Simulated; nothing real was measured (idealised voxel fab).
This section sets out a process module, namely voxel air gaps.
The cross-section on display is named cut; it measures 215 nm wide, and its cells are 5 nm squares.
How to read a cross-section here: the picture is a grid of square cells, written as bands going from the top down, and any band can span one or more rows of cells. The band entry comprises the height of the band's top followed by the height of its bottom, expressed in nm, and subsequently the band's materials from left to right, each stated together with its width in nm. Where a single material is marked with the word "edge to edge", that material fills the band from edge to edge. The word "empty" represents empty space. Height 0 is the level under which the wafer as received is all one material. The lowest band goes on downwards, as in "0 nm and below". A two-number width, for instance "30 to 40", indicates that the width is equal to the first number in the top row of the band and to the second number in the bottom row, and that it changes by a constant amount per row of cells. For the purposes of this document, the phrase "nothing got changed" attached to a step denotes that no cell within the cross-section was modified by that step. Reported under the label "Closed cavity list" are the empty spaces having no open way to the top and comprising 8 cells or more; the notation for each is width x height at distance, in which the distance is measured from the left edge and all three values are in nm. Whatever follows a step's settings on its line is a remark the simulator itself makes about that step. A step's line can hold "overlay nm"; with a mask on that step, the setting says how far right of the planned place the mask lay, while a negative setting says it lay to the left.

-- Here's what the planned process steps look like
1: RECEIVE,material Si
2: CONFORMAL_DEP,material SiO2,thk nm 15
3: CONFORMAL_DEP,material SiCN,thk nm 5
4: DIRECTIONAL_DEP,material SiO2,thk nm 35
5: DIRECTIONAL_DEP,material aC,thk nm 15
6: PATTERN,tone open,mask id LINES,material resist,width nm 25,pitch nm 50,thk nm 30,overlay nm 0
7: DIRECTIONAL_ETCH,etch materials aC,depth nm 15
8: STRIP,etch materials resist
9: DIRECTIONAL_ETCH,etch materials SiO2,depth nm 35
10: STRIP,etch materials aC
11: CONFORMAL_DEP,material TiN,thk nm 5
12: FILL_DEP,material W,thk nm 5
13: CMP,height nm 55
14: EPI,material Ru,thk nm 10
15: SELECTIVE_ETCH,etch materials SiO2,depth nm 45
16: CONFORMAL_DEP,material SiCN,thk nm 5

-- The first of a set of two wafers, run to plan

-- Cross-sectional view of the wafer in its as-received condition, corresponding to the state after step 1
0 nm and below = Si edge to edge
Closed cavity list: none

-- after step 2
15 nm to 0 nm = SiO2 edge to edge
For the remainder of the cross-section, below 0, there is no change.

-- after step 3
20 nm to 15 nm = SiCN edge to edge
For the remainder of the cross-section, below 15, there is no change.

-- after step 4
55 nm to 20 nm = SiO2 edge to edge
For the remainder of the cross-section, below 20, there is no change.

-- after step 5
70 nm to 55 nm = aC edge to edge
For the remainder of the cross-section, below 55, there is no change.

-- after step 6
100 nm to 70 nm = resist=45; empty=25; resist=25; empty=25; resist=25; empty=25; resist=45
For the remainder of the cross-section, below 70, there is no change.

-- after step 7
85 nm to 70 nm = resist=45; empty=25; resist=25; empty=25; resist=25; empty=25; resist=45
70 nm to 55 nm = aC=45; empty=25; aC=25; empty=25; aC=25; empty=25; aC=45
For the remainder of the cross-section, below 55, there is no change.

-- after step 8
70 nm to 55 nm = aC=45; empty=25; aC=25; empty=25; aC=25; empty=25; aC=45
For the remainder of the cross-section, below 55, there is no change.

-- after step 9
70 nm to 55 nm = aC=45; empty=25; aC=25; empty=25; aC=25; empty=25; aC=45
55 nm to 20 nm = SiO2=45; empty=25; SiO2=25; empty=25; SiO2=25; empty=25; SiO2=45
For the remainder of the cross-section, below 20, there is no change.

-- after step 10
55 nm to 20 nm = SiO2=45; empty=25; SiO2=25; empty=25; SiO2=25; empty=25; SiO2=45
For the remainder of the cross-section, below 20, there is no change.

-- after step 11
60 nm to 55 nm = TiN=50; empty=15; TiN=35; empty=15; TiN=35; empty=15; TiN=50
55 nm to 25 nm = SiO2=45; TiN=5; empty=15; TiN=5; SiO2=25; TiN=5; empty=15; TiN=5; SiO2=25; TiN=5; empty=15; TiN=5; SiO2=45
25 nm to 20 nm = SiO2=45; TiN=25; SiO2=25; TiN=25; SiO2=25; TiN=25; SiO2=45
For the remainder of the cross-section, below 20, there is no change.

-- after step 12
65 nm to 60 nm = W edge to edge
60 nm to 55 nm = TiN=50; W=15; TiN=35; W=15; TiN=35; W=15; TiN=50
55 nm to 25 nm = SiO2=45; TiN=5; W=15; TiN=5; SiO2=25; TiN=5; W=15; TiN=5; SiO2=25; TiN=5; W=15; TiN=5; SiO2=45
For the remainder of the cross-section, below 25, there is no change.

-- after step 13
55 nm to 25 nm = SiO2=45; TiN=5; W=15; TiN=5; SiO2=25; TiN=5; W=15; TiN=5; SiO2=25; TiN=5; W=15; TiN=5; SiO2=45
For the remainder of the cross-section, below 25, there is no change.

-- after step 14
65 nm to 55 nm = empty=35; Ru=45; empty=5; Ru=45; empty=5; Ru=45; empty=35
For the remainder of the cross-section, below 55, there is no change.

-- after step 15
65 nm to 55 nm = empty=35; Ru=45; empty=5; Ru=45; empty=5; Ru=45; empty=35
55 nm to 25 nm = empty=45; TiN=5; W=15; TiN=5; empty=25; TiN=5; W=15; TiN=5; empty=25; TiN=5; W=15; TiN=5; empty=45
25 nm to 20 nm = empty=45; TiN=25; empty=25; TiN=25; empty=25; TiN=25; empty=45
For the remainder of the cross-section, below 20, there is no change.

-- after step 16
70 nm to 65 nm = empty=30; SiCN=155; empty=30
65 nm to 55 nm = empty=30; SiCN=5; Ru=45; SiCN=5; Ru=45; SiCN=5; Ru=45; SiCN=5; empty=30
55 nm to 50 nm = empty=30; SiCN=15; TiN=5; W=15; TiN=5; SiCN=25; TiN=5; W=15; TiN=5; SiCN=25; TiN=5; W=15; TiN=5; SiCN=15; empty=30
50 nm to 25 nm = empty=40; SiCN=5; TiN=5; W=15; TiN=5; SiCN=5; empty=15; SiCN=5; TiN=5; W=15; TiN=5; SiCN=5; empty=15; SiCN=5; TiN=5; W=15; TiN=5; SiCN=5; empty=40
25 nm to 20 nm = SiCN=45; TiN=25; SiCN=25; TiN=25; SiCN=25; TiN=25; SiCN=45
For the remainder of the cross-section, below 20, there is no change.
Closed cavity list: 15 x 25 at 75; 15 x 25 at 125

-- Second wafer, same starting conditions and recipe as the first, one mistake in executing it, nothing differs from the first up to and including step 2

Second wafer, cross-section, planned end of step 3: nothing got changed

-- Second wafer, cross-section, planned end of step 4
50 nm to 0 nm = SiO2 edge to edge
For the remainder of the cross-section, below 0, there is no change.

-- Second wafer, cross-section, planned end of step 5
65 nm to 50 nm = aC edge to edge
For the remainder of the cross-section, below 50, there is no change.

-- Second wafer, cross-section, planned end of step 6
95 nm to 65 nm = resist=45; empty=25; resist=25; empty=25; resist=25; empty=25; resist=45
For the remainder of the cross-section, below 65, there is no change.

-- Second wafer, cross-section, planned end of step 7
80 nm to 65 nm = resist=45; empty=25; resist=25; empty=25; resist=25; empty=25; resist=45
65 nm to 50 nm = aC=45; empty=25; aC=25; empty=25; aC=25; empty=25; aC=45
For the remainder of the cross-section, below 50, there is no change.

-- Second wafer, cross-section, planned end of step 8
65 nm to 50 nm = aC=45; empty=25; aC=25; empty=25; aC=25; empty=25; aC=45
For the remainder of the cross-section, below 50, there is no change.

-- Second wafer, cross-section, planned end of step 9
65 nm to 50 nm = aC=45; empty=25; aC=25; empty=25; aC=25; empty=25; aC=45
50 nm to 15 nm = SiO2=45; empty=25; SiO2=25; empty=25; SiO2=25; empty=25; SiO2=45
For the remainder of the cross-section, below 15, there is no change.

-- Second wafer, cross-section, planned end of step 10
50 nm to 15 nm = SiO2=45; empty=25; SiO2=25; empty=25; SiO2=25; empty=25; SiO2=45
For the remainder of the cross-section, below 15, there is no change.

-- Second wafer, cross-section, planned end of step 11
55 nm to 50 nm = TiN=50; empty=15; TiN=35; empty=15; TiN=35; empty=15; TiN=50
50 nm to 20 nm = SiO2=45; TiN=5; empty=15; TiN=5; SiO2=25; TiN=5; empty=15; TiN=5; SiO2=25; TiN=5; empty=15; TiN=5; SiO2=45
20 nm to 15 nm = SiO2=45; TiN=25; SiO2=25; TiN=25; SiO2=25; TiN=25; SiO2=45
For the remainder of the cross-section, below 15, there is no change.

-- Second wafer, cross-section, planned end of step 12
60 nm to 55 nm = W edge to edge
55 nm to 50 nm = TiN=50; W=15; TiN=35; W=15; TiN=35; W=15; TiN=50
50 nm to 20 nm = SiO2=45; TiN=5; W=15; TiN=5; SiO2=25; TiN=5; W=15; TiN=5; SiO2=25; TiN=5; W=15; TiN=5; SiO2=45
For the remainder of the cross-section, below 20, there is no change.

-- Second wafer, cross-section, planned end of step 13
55 nm to 50 nm = TiN=50; W=15; TiN=35; W=15; TiN=35; W=15; TiN=50
For the remainder of the cross-section, below 50, there is no change.

-- Second wafer, cross-section, planned end of step 14
65 nm to 55 nm = Ru edge to edge
For the remainder of the cross-section, below 55, there is no change.

Second wafer, cross-section, planned end of step 15: nothing got changed

-- Second wafer, cross-section, planned end of step 16
70 nm to 65 nm = SiCN edge to edge
For the remainder of the cross-section, below 65, there is no change.
Error vs. plan: skipped: plan step 3 (never run)
Count the cells at the end and the second wafer has more or fewer of some materials than the first: 32 more of Ru, 113 fewer of SiCN, 196 more of SiO2, 34 more of TiN, 9 more of W
Final count of closed voids per wafer: 2 in the first, 0 in the second.
